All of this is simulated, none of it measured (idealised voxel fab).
process module | voxel transistor to metal
cross-section cut | 190 nm wide | cells 5 nm
A cross-section is a grid of square cells, given in bands from the top down. A band is one or more rows of cells.
Each band's line starts with the height of the band's top and of its bottom, in nm. Then come its materials from left to right, each with its width in nm. One material with "throughout" fills the band from edge to edge. "air" is empty space.
Height 0 is the level under which the wafer as received is all one material. The lowest band goes on downwards, as in "0 down".
A width such as "30 to 40" changes by the same amount from each row of cells to the next, from the band's top row to its bottom row.
"no change" after a step means that no cell of the cross-section changed.
closed voids: empty space of 8 cells or more with no open way to the top, each as width x height at its distance from the left edge, in nm
after a step's settings: what the simulator itself notes on the step
overlay nm, on a step with a mask: how far to the right of its planned place the mask lay; to the left if negative
plan
1 op RECEIVE | material Si
2 op OXIDIZE | depth nm 5
3 op CONFORMAL_DEP | material SiN | thk nm 15
4 op PATTERN | tone cover | mask id ACTIVE | material resist | width nm 115 | thk nm 15 | overlay nm 0
5 op DIRECTIONAL_ETCH | etch materials SiN | depth nm 15
6 op DIRECTIONAL_ETCH | etch materials SiO2 | depth nm 5
7 op DIRECTIONAL_ETCH | etch materials Si | depth nm 30
8 op STRIP | etch materials resist
9 op FILL_DEP | material SiO2 | thk nm 15
10 op CMP | height nm 15
11 op SELECTIVE_ETCH | etch materials SiO2 | depth nm 15
12 op STRIP | etch materials SiN
13 op SELECTIVE_ETCH | etch materials SiO2 | depth nm 5
14 op OXIDIZE | depth nm 5
15 op DIRECTIONAL_DEP | material polySi | thk nm 25
16 op DIRECTIONAL_DEP | material SiCN | thk nm 10
17 op DIRECTIONAL_DEP | material aC | thk nm 10
18 op PATTERN | tone cover | mask id GATE | material resist | width nm 25 | thk nm 30 | overlay nm 0
19 op DIRECTIONAL_ETCH | etch materials aC | depth nm 10
20 op STRIP | etch materials resist
21 op DIRECTIONAL_ETCH | etch materials SiCN | depth nm 20
22 op DIRECTIONAL_ETCH | etch materials polySi | depth nm 35
23 op STRIP | etch materials aC
24 op CONFORMAL_DEP | material SiO2 | thk nm 5
25 op DIRECTIONAL_ETCH | etch materials SiO2 | depth nm 5
26 op CONFORMAL_DEP | material SiN | thk nm 5
27 op DIRECTIONAL_ETCH | etch materials SiN | depth nm 5
28 op DIRECTIONAL_ETCH | etch materials SiO2 | depth nm 5
29 op DIRECTIONAL_ETCH | etch materials Si | depth nm 10
30 op EPI | material SiGe | thk nm 10
31 op FILL_DEP | material SiO2 | thk nm 5
32 op CMP | height nm 30
33 op DIRECTIONAL_DEP | material SiO2 | thk nm 15
34 op DIRECTIONAL_DEP | material aC | thk nm 15
35 op PATTERN | tone open | mask id CONTACT | material resist | width nm 30 | pitch nm 65 | thk nm 30 | overlay nm 0
36 op DIRECTIONAL_ETCH | etch materials aC | depth nm 15
37 op STRIP | etch materials resist
38 op DIRECTIONAL_ETCH | etch materials SiO2 | depth nm 55
39 op STRIP | etch materials aC
40 op CONFORMAL_DEP | material TiN | thk nm 5
41 op FILL_DEP | material Ru | thk nm 5
42 op CMP | height nm 45
43 op DIRECTIONAL_DEP | material TiN | thk nm 5
44 op DIRECTIONAL_DEP | material Ru | thk nm 25
45 op PATTERN | tone cover | mask id METAL_1 | material resist | width nm 20 | pitch nm 75 | thk nm 15 | overlay nm 0
46 op DIRECTIONAL_ETCH | etch materials Ru | depth nm 25
47 op DIRECTIONAL_ETCH | etch materials TiN | depth nm 5
48 op STRIP | etch materials resist
49 op FILL_DEP | material lowk | thk nm 10
50 op CMP | height nm 75
51 op CONFORMAL_DEP | material SiCN | thk nm 5
52 op DIRECTIONAL_DEP | material SiO2 | thk nm 25
53 op PATTERN | tone open | mask id METAL_2 | material resist | width nm 20 | pitch nm 75 | thk nm 20 | overlay nm 0
54 op DIRECTIONAL_ETCH | etch materials SiO2 | depth nm 15
55 op STRIP | etch materials resist
56 op DIRECTIONAL_DEP | material aC | thk nm 15
57 op PATTERN | tone open | mask id METAL_2_HOLES | material resist | width nm 15 | pitch nm 75 | thk nm 35 | overlay nm 0
58 op DIRECTIONAL_ETCH | etch materials aC | depth nm 15
59 op STRIP | etch materials resist
60 op DIRECTIONAL_ETCH | etch materials SiO2 | depth nm 10
61 op DIRECTIONAL_ETCH | etch materials SiCN | depth nm 5
62 op STRIP | etch materials aC
63 op CONFORMAL_DEP | material TiN | thk nm 5
64 op FILL_DEP | material Cu | thk nm 5
65 op CMP | height nm 105
66 op CONFORMAL_DEP | material SiCN | thk nm 5
as received, after step 1
  0 down: Si throughout
  closed voids: none
first wafer at the end, as planned
  110 to 105: SiCN throughout
  105 to 95: SiO2 45 | TiN 5 | Cu 10 | TiN 5 | SiO2 55 | TiN 5 | Cu 10 | TiN 5 | SiO2 50
  95 to 90: SiO2 45 | TiN 5 | Cu 5 | TiN 10 | SiO2 55 | TiN 5 | Cu 5 | TiN 10 | SiO2 50
  90 to 80: SiO2 45 | TiN 5 | Cu 5 | TiN 5 | SiO2 60 | TiN 5 | Cu 5 | TiN 5 | SiO2 55
  80 to 75: SiCN 45 | TiN 15 | SiCN 60 | TiN 15 | SiCN 55
  75 to 50: lowk 45 | Ru 20 | lowk 55 | Ru 20 | lowk 50
  50 to 45: lowk 45 | TiN 20 | lowk 55 | TiN 20 | lowk 50
  45 to 35: SiO2 45 | TiN 5 | Ru 20 | TiN 5 | SiO2 35 | TiN 5 | Ru 20 | TiN 5 | SiO2 50
  35 to 30: SiO2 45 | TiN 5 | Ru 15 | TiN 10 | SiO2 35 | TiN 10 | Ru 15 | TiN 5 | SiO2 50
  30 to 20: SiO2 45 | TiN 5 | Ru 15 | TiN 5 | SiN 5 | SiO2 5 | SiCN 25 | SiO2 5 | SiN 5 | TiN 5 | Ru 15 | TiN 5 | SiO2 50
  20 to 5: SiO2 45 | TiN 5 | Ru 15 | TiN 5 | SiN 5 | SiO2 5 | polySi 25 | SiO2 5 | SiN 5 | TiN 5 | Ru 15 | TiN 5 | SiO2 50
  5 to 0: SiO2 45 | TiN 5 | Ru 5 | TiN 15 | SiN 5 | SiO2 5 | polySi 25 | SiO2 5 | SiN 5 | TiN 15 | Ru 5 | TiN 5 | SiO2 50
  0 to -5: SiO2 45 | TiN 5 | Ru 5 | TiN 5 | SiGe 10 | SiN 5 | SiO2 5 | polySi 25 | SiO2 5 | SiN 5 | SiGe 10 | TiN 5 | Ru 5 | TiN 5 | SiO2 50
  -5 to -10: SiO2 45 | TiN 15 | SiGe 10 | SiO2 45 | SiGe 10 | TiN 15 | SiO2 50
  -10 to -20: SiO2 35 | SiGe 35 | Si 45 | SiGe 35 | SiO2 40
  -20 to -35: SiO2 35 | Si 115 | SiO2 40
  -35 down: Si throughout
  closed voids: none
second wafer at the end: like start, like plan, one mistake
  110 to 105: SiCN throughout
  105 to 100: SiCN 45 | TiN 15 | SiCN 60 | TiN 15 | SiCN 55
  100 to 75: SiO2 throughout
  75 to 50: lowk 45 | Ru 20 | lowk 55 | Ru 20 | lowk 50
  50 to 45: lowk 45 | TiN 20 | lowk 55 | TiN 20 | lowk 50
  45 to 35: SiO2 45 | TiN 5 | Ru 20 | TiN 5 | SiO2 35 | TiN 5 | Ru 20 | TiN 5 | SiO2 50
  35 to 30: SiO2 45 | TiN 5 | Ru 15 | TiN 10 | SiO2 35 | TiN 10 | Ru 15 | TiN 5 | SiO2 50
  30 to 20: SiO2 45 | TiN 5 | Ru 15 | TiN 5 | SiN 5 | SiO2 5 | SiCN 25 | SiO2 5 | SiN 5 | TiN 5 | Ru 15 | TiN 5 | SiO2 50
  20 to 5: SiO2 45 | TiN 5 | Ru 15 | TiN 5 | SiN 5 | SiO2 5 | polySi 25 | SiO2 5 | SiN 5 | TiN 5 | Ru 15 | TiN 5 | SiO2 50
  5 to 0: SiO2 45 | TiN 5 | Ru 5 | TiN 15 | SiN 5 | SiO2 5 | polySi 25 | SiO2 5 | SiN 5 | TiN 15 | Ru 5 | TiN 5 | SiO2 50
  0 to -5: SiO2 45 | TiN 5 | Ru 5 | TiN 5 | SiGe 10 | SiN 5 | SiO2 5 | polySi 25 | SiO2 5 | SiN 5 | SiGe 10 | TiN 5 | Ru 5 | TiN 5 | SiO2 50
  -5 to -10: SiO2 45 | TiN 15 | SiGe 10 | SiO2 45 | SiGe 10 | TiN 15 | SiO2 50
  -10 to -20: SiO2 35 | SiGe 35 | Si 45 | SiGe 35 | SiO2 40
  -20 to -35: SiO2 35 | Si 115 | SiO2 40
  -35 down: Si throughout
  closed voids: none
what went wrong: steps 51 and 52 were swapped
at the end the second wafer has, in cells: 14 fewer of Cu | 36 more of SiO2 | 22 fewer of TiN
